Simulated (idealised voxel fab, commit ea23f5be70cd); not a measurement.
Process module, titled voxel self aligned contacts
Section cut is 215 nm wide and gridded with 5 nm square cells.
For the purposes of this document, a cross-section shall be understood as a grid of square cells, specified as bands listed in top-to-bottom order, each band consisting of one or more rows of cells. It is stipulated that each band's entry specify, in nanometres, the height of the top of the band and then that of its bottom, followed by the materials of the band in left-to-right sequence, each together with its width in nanometres. A single material marked by the word "full width" is understood to fill the band from edge to edge; the word "air" is understood to denote empty space. All heights in this document are referenced to 0, defined as the level beneath which the wafer, as received, consists entirely of one material. The lowest band is not bounded below; it extends indefinitely downward and is written in the form "0 and below". A width given as "30..40" starts at the first number in the band's top row and ends at the second number in its bottom row, shifting by an equal amount at every step from row to row. A step reported as "nothing changed" is a step in which no cell of the cross-section changed. The entry titled "Closed cavity list" provides the empty spaces that have no open way to the top, restricted to those of 8 cells or more. Each is presented as width x height at distance, the distance being measured from the left edge, with all three in nm. Heads up: the bit after the settings on a step's line is the simulator's remark on that step. A step line may carry the setting "overlay nm", which, for steps involving a mask, states the distance by which the mask lay to the right of its intended position; negative values denote displacement to the left.

-- The following list gives the planned process steps
1 RECEIVE,material Si
2 CONFORMAL_DEP,material SiO2,thk nm 5
3 DIRECTIONAL_DEP,material polySi,thk nm 20
4 DIRECTIONAL_DEP,material SiN,thk nm 25
5 PATTERN,tone cover,mask id GATE,material resist,width nm 35,pitch nm 75,thk nm 15,overlay nm 0
6 DIRECTIONAL_ETCH,etch materials SiN,depth nm 25
7 DIRECTIONAL_ETCH,etch materials polySi,depth nm 20
8 STRIP,etch materials resist
9 CONFORMAL_DEP,material SiN,thk nm 10
10 DIRECTIONAL_ETCH,etch materials SiN,depth nm 10
11 FILL_DEP,material SiO2,thk nm 20
12 CMP,height nm 60
13 DIRECTIONAL_DEP,material aC,thk nm 10
14 PATTERN,tone open,mask id CONTACT,material resist,width nm 50,pitch nm 75,thk nm 25,overlay nm 0
15 DIRECTIONAL_ETCH,etch materials aC,depth nm 10
16 STRIP,etch materials resist
17 DIRECTIONAL_ETCH,etch materials SiO2,depth nm 60
18 STRIP,etch materials aC
19 CONFORMAL_DEP,material TiN,thk nm 5
20 FILL_DEP,material Ru,thk nm 10
21 CMP,height nm 60
22 CONFORMAL_DEP,material SiCN,thk nm 5

-- First wafer out of two, processed as planned

-- As received (post step 1): cross-section
* 0 and below  Si full width
* Closed cavity list: none

-- You're looking at a cross-section of the wafer after step 2
* 5 down to 0  SiO2 full width
* Anything lower than 0 is untouched.

-- You're looking at a cross-section of the wafer after step 3
* 25 down to 5  polySi full width
* Anything lower than 5 is untouched.

-- You're looking at a cross-section of the wafer after step 4
* 50 down to 25  SiN full width
* Anything lower than 25 is untouched.

-- You're looking at a cross-section of the wafer after step 5
* 65 down to 50  air (15); resist (35); air (40); resist (35); air (40); resist (35); air (15)
* Anything lower than 50 is untouched.

-- You're looking at a cross-section of the wafer after step 6
* 65 down to 50  air (15); resist (35); air (40); resist (35); air (40); resist (35); air (15)
* 50 down to 25  air (15); SiN (35); air (40); SiN (35); air (40); SiN (35); air (15)
* Anything lower than 25 is untouched.

-- You're looking at a cross-section of the wafer after step 7
* 65 down to 50  air (15); resist (35); air (40); resist (35); air (40); resist (35); air (15)
* 50 down to 25  air (15); SiN (35); air (40); SiN (35); air (40); SiN (35); air (15)
* 25 down to 5  air (15); polySi (35); air (40); polySi (35); air (40); polySi (35); air (15)
* Anything lower than 5 is untouched.

-- You're looking at a cross-section of the wafer after step 8
* 50 down to 25  air (15); SiN (35); air (40); SiN (35); air (40); SiN (35); air (15)
* Anything lower than 25 is untouched.

-- You're looking at a cross-section of the wafer after step 9
* 60 down to 25  air (5); SiN (55); air (20); SiN (55); air (20); SiN (55); air (5)
* 25 down to 15  air (5); SiN (10); polySi (35); SiN (10); air (20); SiN (10); polySi (35); SiN (10); air (20); SiN (10); polySi (35); SiN (10); air (5)
* 15 down to 5  SiN (15); polySi (35); SiN (40); polySi (35); SiN (40); polySi (35); SiN (15)
* Anything lower than 5 is untouched.

-- You're looking at a cross-section of the wafer after step 10
* 50 down to 25  air (5); SiN (55); air (20); SiN (55); air (20); SiN (55); air (5)
* 25 down to 5  air (5); SiN (10); polySi (35); SiN (10); air (20); SiN (10); polySi (35); SiN (10); air (20); SiN (10); polySi (35); SiN (10); air (5)
* Anything lower than 5 is untouched.

-- You're looking at a cross-section of the wafer after step 11
* 70 down to 50  SiO2 full width
* 50 down to 25  SiO2 (5); SiN (55); SiO2 (20); SiN (55); SiO2 (20); SiN (55); SiO2 (5)
* 25 down to 5  SiO2 (5); SiN (10); polySi (35); SiN (10); SiO2 (20); SiN (10); polySi (35); SiN (10); SiO2 (20); SiN (10); polySi (35); SiN (10); SiO2 (5)
* Anything lower than 5 is untouched.

-- You're looking at a cross-section of the wafer after step 12
* 60 down to 50  SiO2 full width
* Anything lower than 50 is untouched.

-- You're looking at a cross-section of the wafer after step 13
* 70 down to 60  aC full width
* Anything lower than 60 is untouched.

-- You're looking at a cross-section of the wafer after step 14
* 95 down to 70  resist (45); air (50); resist (25); air (50); resist (45)
* Anything lower than 70 is untouched.

-- You're looking at a cross-section of the wafer after step 15
* 85 down to 70  resist (45); air (50); resist (25); air (50); resist (45)
* 70 down to 60  aC (45); air (50); aC (25); air (50); aC (45)
* Anything lower than 60 is untouched.

-- You're looking at a cross-section of the wafer after step 16
* 70 down to 60  aC (45); air (50); aC (25); air (50); aC (45)
* Anything lower than 60 is untouched.

-- You're looking at a cross-section of the wafer after step 17
* 70 down to 60  aC (45); air (50); aC (25); air (50); aC (45)
* 60 down to 50  SiO2 (45); air (50); SiO2 (25); air (50); SiO2 (45)
* 50 down to 25  SiO2 (5); SiN (55); air (20); SiN (55); air (20); SiN (55); SiO2 (5)
* 25 down to 5  SiO2 (5); SiN (10); polySi (35); SiN (10); air (20); SiN (10); polySi (35); SiN (10); air (20); SiN (10); polySi (35); SiN (10); SiO2 (5)
* 5 down to 0  SiO2 (60); air (20); SiO2 (55); air (20); SiO2 (60)
* Anything lower than 0 is untouched.

-- You're looking at a cross-section of the wafer after step 18
* 60 down to 50  SiO2 (45); air (50); SiO2 (25); air (50); SiO2 (45)
* Anything lower than 50 is untouched.

-- You're looking at a cross-section of the wafer after step 19
* 65 down to 60  TiN (50); air (40); TiN (35); air (40); TiN (50)
* 60 down to 50  SiO2 (45); TiN (5..20); air (40..10); TiN (5..20); SiO2 (25); TiN (5..20); air (40..10); TiN (5..20); SiO2 (45)
* 50 down to 25  SiO2 (5); SiN (55); TiN (5); air (10); TiN (5); SiN (55); TiN (5); air (10); TiN (5); SiN (55); SiO2 (5)
* 25 down to 5  SiO2 (5); SiN (10); polySi (35); SiN (10); TiN (5); air (10); TiN (5); SiN (10); polySi (35); SiN (10); TiN (5); air (10); TiN (5); SiN (10); polySi (35); SiN (10); SiO2 (5)
* 5 down to 0  SiO2 (60); TiN (20); SiO2 (55); TiN (20); SiO2 (60)
* Anything lower than 0 is untouched.

-- You're looking at a cross-section of the wafer after step 20
* 75 down to 65  Ru full width
* 65 down to 60  TiN (50); Ru (40); TiN (35); Ru (40); TiN (50)
* 60 down to 50  SiO2 (45); TiN (5..20); Ru (40..10); TiN (5..20); SiO2 (25); TiN (5..20); Ru (40..10); TiN (5..20); SiO2 (45)
* 50 down to 25  SiO2 (5); SiN (55); TiN (5); Ru (10); TiN (5); SiN (55); TiN (5); Ru (10); TiN (5); SiN (55); SiO2 (5)
* 25 down to 5  SiO2 (5); SiN (10); polySi (35); SiN (10); TiN (5); Ru (10); TiN (5); SiN (10); polySi (35); SiN (10); TiN (5); Ru (10); TiN (5); SiN (10); polySi (35); SiN (10); SiO2 (5)
* Anything lower than 5 is untouched.

-- You're looking at a cross-section of the wafer after step 21
* 60 down to 50  SiO2 (45); TiN (5..20); Ru (40..10); TiN (5..20); SiO2 (25); TiN (5..20); Ru (40..10); TiN (5..20); SiO2 (45)
* Anything lower than 50 is untouched.

-- You're looking at a cross-section of the wafer after step 22
* 65 down to 60  SiCN full width
* Anything lower than 60 is untouched.

-- The second wafer: identical to the first at the outset and in its planned sequence, differing only in that one mistake was made during processing; up to and including step 13, its path is the first wafer's path

-- Second wafer at the planned finish of step 14, seen in cross-section
* 95 down to 70  air (45); resist (50); air (25); resist (50); air (45)
* Anything lower than 70 is untouched.

-- Second wafer at the planned finish of step 15, seen in cross-section
* 85 down to 70  air (45); resist (50); air (25); resist (50); air (45)
* 70 down to 60  air (45); aC (50); air (25); aC (50); air (45)
* Anything lower than 60 is untouched.

-- Second wafer at the planned finish of step 16, seen in cross-section
* 70 down to 60  air (45); aC (50); air (25); aC (50); air (45)
* Anything lower than 60 is untouched.

-- Second wafer at the planned finish of step 17, seen in cross-section
* 70 down to 60  air (45); aC (50); air (25); aC (50); air (45)
* 60 down to 50  air (45); SiO2 (50); air (25); SiO2 (50); air (45)
* 50 down to 25  air (5); SiN (55); SiO2 (20); SiN (55); SiO2 (20); SiN (55); air (5)
* 25 down to 5  air (5); SiN (10); polySi (35); SiN (10); SiO2 (20); SiN (10); polySi (35); SiN (10); SiO2 (20); SiN (10); polySi (35); SiN (10); air (5)
* 5 down to 0  air (5); SiO2 (205); air (5)
* Anything lower than 0 is untouched.

-- Second wafer at the planned finish of step 18, seen in cross-section
* 60 down to 50  air (45); SiO2 (50); air (25); SiO2 (50); air (45)
* Anything lower than 50 is untouched.

-- Second wafer at the planned finish of step 19, seen in cross-section
* 65 down to 60  air (40); TiN (60); air (15); TiN (60); air (40)
* 60 down to 55  air (40); TiN (5); SiO2 (50); TiN (5); air (15); TiN (5); SiO2 (50); TiN (5); air (40)
* 55 down to 50  TiN (45); SiO2 (50); TiN (25); SiO2 (50); TiN (45)
* 50 down to 25  TiN (5); SiN (55); SiO2 (20); SiN (55); SiO2 (20); SiN (55); TiN (5)
* 25 down to 5  TiN (5); SiN (10); polySi (35); SiN (10); SiO2 (20); SiN (10); polySi (35); SiN (10); SiO2 (20); SiN (10); polySi (35); SiN (10); TiN (5)
* 5 down to 0  TiN (5); SiO2 (205); TiN (5)
* Anything lower than 0 is untouched.

-- Second wafer at the planned finish of step 20, seen in cross-section
* 75 down to 65  Ru full width
* 65 down to 60  Ru (40); TiN (60); Ru (15); TiN (60); Ru (40)
* 60 down to 55  Ru (40); TiN (5); SiO2 (50); TiN (5); Ru (15); TiN (5); SiO2 (50); TiN (5); Ru (40)
* Anything lower than 55 is untouched.

-- Second wafer at the planned finish of step 21, seen in cross-section
* 60 down to 55  Ru (40); TiN (5); SiO2 (50); TiN (5); Ru (15); TiN (5); SiO2 (50); TiN (5); Ru (40)
* Anything lower than 55 is untouched.

-- Second wafer at the planned finish of step 22, seen in cross-section
* 65 down to 60  SiCN full width
* Anything lower than 60 is untouched.
Here's what went sideways: so step 14 ended up running with a different setting than we planned, it ran as PATTERN,tone cover,mask id CONTACT,material resist,width nm 50,pitch nm 75,thk nm 25,overlay nm 0
The final cell counts differ between the wafers, with the second having more or fewer of some materials than the first: 37 fewer of Ru; 54 more of SiO2; 17 fewer of TiN
